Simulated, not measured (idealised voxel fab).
process module | voxel spacer lines
Section shown: cut. Width: 150 nm. Cell size: 5 nm, square.
Cross-section, as written here: a square-cell grid given band by band from the top down, where a band holds one or more rows of cells. Look at the band entry: it leads with the top's height and the bottom's height in nm. Then it lists the materials left to right, with a width in nm for each. The word "throughout" on a single material says that material fills the band edge to edge. The word "empty" is empty space. Measure heights from 0. That's the level where, below it, the as-received wafer is all one material. The lowest band is bottomless and extends downward; write it as in "top 0, no bottom". Width: "30..40" (first number = top row, second number = bottom row, same change from row to row of cells). Take "no alteration" at face value: in the step it is given for, the cross-section changed in none of its cells. This entry, "Voids lacking openings", enumerates those empty regions of no fewer than 8 cells that possess no open connection to the top. Each region is reported in the form width x height at distance, the distance being taken from the left edge, with all three quantities expressed in nm. Anything after a step's settings on that line? It's the simulator's own note about the step. A step's line can hold "overlay nm"; with a mask on that step, the setting says how far right of the planned place the mask lay, while a negative setting says it lay to the left.

The steps planned for the process are as follows
1: RECEIVE (material Si)
2: CONFORMAL_DEP (material Al2O3; thk nm 10)
3: DIRECTIONAL_DEP (material SiN; thk nm 10)
4: DIRECTIONAL_DEP (material polySi; thk nm 25)
5: PATTERN (tone cover; mask id MANDREL; material resist; width nm 15; pitch nm 60; thk nm 30; overlay nm 0)
6: DIRECTIONAL_ETCH (etch materials polySi; depth nm 25)
7: STRIP (etch materials resist)
8: CONFORMAL_DEP (material SiO2; thk nm 15)
9: DIRECTIONAL_ETCH (etch materials SiO2; depth nm 15)
10: STRIP (etch materials polySi)
11: DIRECTIONAL_ETCH (etch materials SiN; depth nm 10)
12: STRIP (etch materials SiO2)
13: FILL_DEP (material SiO2; thk nm 10)
14: CMP (height nm 20)

Shown in cross-section is the wafer as received, that is, as it stands after step 1
    top 0, no bottom: Si throughout
    Voids lacking openings: none

Post-module cross-section: identical start and plan to those above, one misstep in execution
    top 20, bottom 10: polySi throughout
    top 10, bottom 0: Al2O3 throughout
    top 0, no bottom: Si throughout
    Voids lacking openings: none
what went wrong: the intended sequence of steps 3 and 4 was reversed during processing, with each occupying the position of the other
